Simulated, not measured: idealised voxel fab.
A process module follows: voxel self aligned vias.
It is cross-section cut that appears here, measuring 205 nm in width, its square cells being 5 nm in size.
Each cross-section below is a grid of square cells, stated as bands in top-down order, with one or more rows of cells making up each band.
Band entry format. Leading values: height of top, height of bottom, nm. Remainder: materials in left-to-right order, each with its width in nm. Special words: "full width" on a single material, which then fills the band edge to edge; "blank", empty space.
Heads up on the height convention: 0 is the point under which the incoming wafer is all one material, and the lowest band has no bottom, it just keeps going down, like "0..down".
The two numbers in a width such as "30->40" mark its ends across the band: the first belongs to the top row of cells, the second to the bottom row, and from each row to the next the width moves by the same amount.
You'll sometimes find "no change" written for a step, and that's the way of saying that nowhere in the cross-section did a cell change during that step.
This entry, "Trapped cavities", enumerates those empty regions of no fewer than 8 cells that possess no open connection to the top. Each region is reported in the form width x height at distance, the distance being taken from the left edge, with all three quantities expressed in nm.
If you see something after the settings on a step's line, that's the simulator's own remark about that step.
overlay nm: how far to the right of its planned place the mask lay on this masked step (negative: to the left).
**Planned process steps**
1,RECEIVE [material Si]
2,CONFORMAL_DEP [material SiO2] [thk nm 10]
3,CONFORMAL_DEP [material SiCN] [thk nm 5]
4,DIRECTIONAL_DEP [material lowk] [thk nm 20]
5,DIRECTIONAL_DEP [material aC] [thk nm 10]
6,PATTERN [tone open] [mask id LINES] [material resist] [width nm 30] [pitch nm 80] [thk nm 30] [overlay nm 0]
7,DIRECTIONAL_ETCH [etch materials aC] [depth nm 10]
8,STRIP [etch materials resist]
9,DIRECTIONAL_ETCH [etch materials lowk] [depth nm 20]
10,STRIP [etch materials aC]
11,CONFORMAL_DEP [material TiN] [thk nm 5]
12,FILL_DEP [material Ru] [thk nm 5]
13,CMP [height nm 35]
14,SELECTIVE_ETCH [etch materials W Ru TiN] [depth nm 10]
15,FILL_DEP [material SiN] [thk nm 10]
16,CMP [height nm 35]
17,DIRECTIONAL_DEP [material lowk] [thk nm 15]
18,DIRECTIONAL_DEP [material aC] [thk nm 10]
19,PATTERN [tone open] [mask id VIAS] [material resist] [width nm 50] [thk nm 30] [overlay nm 0]
20,DIRECTIONAL_ETCH [etch materials aC] [depth nm 10]
21,STRIP [etch materials resist]
22,DIRECTIONAL_ETCH [etch materials lowk] [depth nm 15]
23,DIRECTIONAL_ETCH [etch materials SiN] [depth nm 10]
24,STRIP [etch materials aC]
25,CONFORMAL_DEP [material TiN] [thk nm 5]
26,FILL_DEP [material W] [thk nm 10]
27,CMP [height nm 50]
28,CONFORMAL_DEP [material SiN] [thk nm 5]
**So, the first of our two wafers, run just as we planned it**
**Wafer at receipt (post step 1), cross-section**
    0..down = Si full width
    Trapped cavities: none
**Step 2 complete: cross-section through the wafer**
    10..0 = SiO2 full width
    Beneath the level 0, the cross-section is identical to its previous state.
**Step 3 complete: cross-section through the wafer**
    15..10 = SiCN full width
    Beneath the level 10, the cross-section is identical to its previous state.
**Step 4 complete: cross-section through the wafer**
    35..15 = lowk full width
    Beneath the level 15, the cross-section is identical to its previous state.
**Step 5 complete: cross-section through the wafer**
    45..35 = aC full width
    Beneath the level 35, the cross-section is identical to its previous state.
**Step 6 complete: cross-section through the wafer**
    75..45 = resist: 45, then blank: 30, then resist: 50, then blank: 30, then resist: 50
    Beneath the level 45, the cross-section is identical to its previous state.
**Step 7 complete: cross-section through the wafer**
    65..45 = resist: 45, then blank: 30, then resist: 50, then blank: 30, then resist: 50
    45..35 = aC: 45, then blank: 30, then aC: 50, then blank: 30, then aC: 50
    Beneath the level 35, the cross-section is identical to its previous state.
**Step 8 complete: cross-section through the wafer**
    45..35 = aC: 45, then blank: 30, then aC: 50, then blank: 30, then aC: 50
    Beneath the level 35, the cross-section is identical to its previous state.
**Step 9 complete: cross-section through the wafer**
    45..35 = aC: 45, then blank: 30, then aC: 50, then blank: 30, then aC: 50
    35..15 = lowk: 45, then blank: 30, then lowk: 50, then blank: 30, then lowk: 50
    Beneath the level 15, the cross-section is identical to its previous state.
**Step 10 complete: cross-section through the wafer**
    35..15 = lowk: 45, then blank: 30, then lowk: 50, then blank: 30, then lowk: 50
    Beneath the level 15, the cross-section is identical to its previous state.
**Step 11 complete: cross-section through the wafer**
    40..35 = TiN: 50, then blank: 20, then TiN: 60, then blank: 20, then TiN: 55
    35..20 = lowk: 45, then TiN: 5, then blank: 20, then TiN: 5, then lowk: 50, then TiN: 5, then blank: 20, then TiN: 5, then lowk: 50
    20..15 = lowk: 45, then TiN: 30, then lowk: 50, then TiN: 30, then lowk: 50
    Beneath the level 15, the cross-section is identical to its previous state.
**Step 12 complete: cross-section through the wafer**
    45..40 = Ru full width
    40..35 = TiN: 50, then Ru: 20, then TiN: 60, then Ru: 20, then TiN: 55
    35..20 = lowk: 45, then TiN: 5, then Ru: 20, then TiN: 5, then lowk: 50, then TiN: 5, then Ru: 20, then TiN: 5, then lowk: 50
    Beneath the level 20, the cross-section is identical to its previous state.
**Step 13 complete: cross-section through the wafer**
    35..20 = lowk: 45, then TiN: 5, then Ru: 20, then TiN: 5, then lowk: 50, then TiN: 5, then Ru: 20, then TiN: 5, then lowk: 50
    Beneath the level 20, the cross-section is identical to its previous state.
**Step 14 complete: cross-section through the wafer**
    35..25 = lowk: 45, then blank: 30, then lowk: 50, then blank: 30, then lowk: 50
    Beneath the level 25, the cross-section is identical to its previous state.
**Step 15 complete: cross-section through the wafer**
    45..35 = SiN full width
    35..25 = lowk: 45, then SiN: 30, then lowk: 50, then SiN: 30, then lowk: 50
    Beneath the level 25, the cross-section is identical to its previous state.
**Step 16 complete: cross-section through the wafer**
    35..25 = lowk: 45, then SiN: 30, then lowk: 50, then SiN: 30, then lowk: 50
    Beneath the level 25, the cross-section is identical to its previous state.
**Step 17 complete: cross-section through the wafer**
    50..35 = lowk full width
    Beneath the level 35, the cross-section is identical to its previous state.
**Step 18 complete: cross-section through the wafer**
    60..50 = aC full width
    Beneath the level 50, the cross-section is identical to its previous state.
**Step 19 complete: cross-section through the wafer**
    90..60 = resist: 35, then blank: 50, then resist: 120
    Beneath the level 60, the cross-section is identical to its previous state.
**Step 20 complete: cross-section through the wafer**
    80..60 = resist: 35, then blank: 50, then resist: 120
    60..50 = aC: 35, then blank: 50, then aC: 120
    Beneath the level 50, the cross-section is identical to its previous state.
**Step 21 complete: cross-section through the wafer**
    60..50 = aC: 35, then blank: 50, then aC: 120
    Beneath the level 50, the cross-section is identical to its previous state.
**Step 22 complete: cross-section through the wafer**
    60..50 = aC: 35, then blank: 50, then aC: 120
    50..35 = lowk: 35, then blank: 50, then lowk: 120
    Beneath the level 35, the cross-section is identical to its previous state.
**Step 23 complete: cross-section through the wafer**
    60..50 = aC: 35, then blank: 50, then aC: 120
    50..35 = lowk: 35, then blank: 50, then lowk: 120
    35..25 = lowk: 45, then blank: 30, then lowk: 50, then SiN: 30, then lowk: 50
    Beneath the level 25, the cross-section is identical to its previous state.
**Step 24 complete: cross-section through the wafer**
    50..35 = lowk: 35, then blank: 50, then lowk: 120
    Beneath the level 35, the cross-section is identical to its previous state.
**Step 25 complete: cross-section through the wafer**
    55..50 = TiN: 40, then blank: 40, then TiN: 125
    50..40 = lowk: 35, then TiN: 5, then blank: 40, then TiN: 5, then lowk: 120
    40..35 = lowk: 35, then TiN: 15, then blank: 20, then TiN: 15, then lowk: 120
    35..30 = lowk: 45, then TiN: 5, then blank: 20, then TiN: 5, then lowk: 50, then SiN: 30, then lowk: 50
    30..25 = lowk: 45, then TiN: 30, then lowk: 50, then SiN: 30, then lowk: 50
    Beneath the level 25, the cross-section is identical to its previous state.
**Step 26 complete: cross-section through the wafer**
    65..55 = W full width
    55..50 = TiN: 40, then W: 40, then TiN: 125
    50..40 = lowk: 35, then TiN: 5, then W: 40, then TiN: 5, then lowk: 120
    40..35 = lowk: 35, then TiN: 15, then W: 20, then TiN: 15, then lowk: 120
    35..30 = lowk: 45, then TiN: 5, then W: 20, then TiN: 5, then lowk: 50, then SiN: 30, then lowk: 50
    Beneath the level 30, the cross-section is identical to its previous state.
**Step 27 complete: cross-section through the wafer**
    50..40 = lowk: 35, then TiN: 5, then W: 40, then TiN: 5, then lowk: 120
    Beneath the level 40, the cross-section is identical to its previous state.
**Step 28 complete: cross-section through the wafer**
    55..50 = SiN full width
    Beneath the level 50, the cross-section is identical to its previous state.
**The second wafer: identical to the first at the outset and in its planned sequence, differing only in that one mistake was made during processing; up to and including step 11, its path is the first wafer's path**
**Cross-section, second wafer, at the end time the plan gives for step 12**
    45..40 = W full width
    40..35 = TiN: 50, then W: 20, then TiN: 60, then W: 20, then TiN: 55
    35..20 = lowk: 45, then TiN: 5, then W: 20, then TiN: 5, then lowk: 50, then TiN: 5, then W: 20, then TiN: 5, then lowk: 50
    Beneath the level 20, the cross-section is identical to its previous state.
**Cross-section, second wafer, at the end time the plan gives for step 13**
    35..20 = lowk: 45, then TiN: 5, then W: 20, then TiN: 5, then lowk: 50, then TiN: 5, then W: 20, then TiN: 5, then lowk: 50
    Beneath the level 20, the cross-section is identical to its previous state.
**Cross-section, second wafer, at the end time the plan gives for step 14**
    35..25 = lowk: 45, then blank: 30, then lowk: 50, then blank: 30, then lowk: 50
    Beneath the level 25, the cross-section is identical to its previous state.
**Cross-section, second wafer, at the end time the plan gives for step 15**
    45..35 = SiN full width
    35..25 = lowk: 45, then SiN: 30, then lowk: 50, then SiN: 30, then lowk: 50
    Beneath the level 25, the cross-section is identical to its previous state.
**Cross-section, second wafer, at the end time the plan gives for step 16**
    35..25 = lowk: 45, then SiN: 30, then lowk: 50, then SiN: 30, then lowk: 50
    Beneath the level 25, the cross-section is identical to its previous state.
**Cross-section, second wafer, at the end time the plan gives for step 17**
    50..35 = lowk full width
    Beneath the level 35, the cross-section is identical to its previous state.
**Cross-section, second wafer, at the end time the plan gives for step 18**
    60..50 = aC full width
    Beneath the level 50, the cross-section is identical to its previous state.
**Cross-section, second wafer, at the end time the plan gives for step 19**
    90..60 = resist: 35, then blank: 50, then resist: 120
    Beneath the level 60, the cross-section is identical to its previous state.
**Cross-section, second wafer, at the end time the plan gives for step 20**
    80..60 = resist: 35, then blank: 50, then resist: 120
    60..50 = aC: 35, then blank: 50, then aC: 120
    Beneath the level 50, the cross-section is identical to its previous state.
**Cross-section, second wafer, at the end time the plan gives for step 21**
    60..50 = aC: 35, then blank: 50, then aC: 120
    Beneath the level 50, the cross-section is identical to its previous state.
**Cross-section, second wafer, at the end time the plan gives for step 22**
    60..50 = aC: 35, then blank: 50, then aC: 120
    50..35 = lowk: 35, then blank: 50, then lowk: 120
    Beneath the level 35, the cross-section is identical to its previous state.
**Cross-section, second wafer, at the end time the plan gives for step 23**
    60..50 = aC: 35, then blank: 50, then aC: 120
    50..35 = lowk: 35, then blank: 50, then lowk: 120
    35..25 = lowk: 45, then blank: 30, then lowk: 50, then SiN: 30, then lowk: 50
    Beneath the level 25, the cross-section is identical to its previous state.
**Cross-section, second wafer, at the end time the plan gives for step 24**
    50..35 = lowk: 35, then blank: 50, then lowk: 120
    Beneath the level 35, the cross-section is identical to its previous state.
**Cross-section, second wafer, at the end time the plan gives for step 25**
    55..50 = TiN: 40, then blank: 40, then TiN: 125
    50..40 = lowk: 35, then TiN: 5, then blank: 40, then TiN: 5, then lowk: 120
    40..35 = lowk: 35, then TiN: 15, then blank: 20, then TiN: 15, then lowk: 120
    35..30 = lowk: 45, then TiN: 5, then blank: 20, then TiN: 5, then lowk: 50, then SiN: 30, then lowk: 50
    30..25 = lowk: 45, then TiN: 30, then lowk: 50, then SiN: 30, then lowk: 50
    Beneath the level 25, the cross-section is identical to its previous state.
**Cross-section, second wafer, at the end time the plan gives for step 26**
    65..55 = W full width
    55..50 = TiN: 40, then W: 40, then TiN: 125
    50..40 = lowk: 35, then TiN: 5, then W: 40, then TiN: 5, then lowk: 120
    40..35 = lowk: 35, then TiN: 15, then W: 20, then TiN: 15, then lowk: 120
    35..30 = lowk: 45, then TiN: 5, then W: 20, then TiN: 5, then lowk: 50, then SiN: 30, then lowk: 50
    Beneath the level 30, the cross-section is identical to its previous state.
**Cross-section, second wafer, at the end time the plan gives for step 27**
    50..40 = lowk: 35, then TiN: 5, then W: 40, then TiN: 5, then lowk: 120
    Beneath the level 40, the cross-section is identical to its previous state.
**Cross-section, second wafer, at the end time the plan gives for step 28**
    55..50 = SiN full width
    Beneath the level 50, the cross-section is identical to its previous state.
Plan not followed: step 12, actual vs plan mismatch, actual run FILL_DEP [material W] [thk nm 5]
Final tally in cells, some materials are higher or lower on the second wafer than on the first: Ru -8, W +8
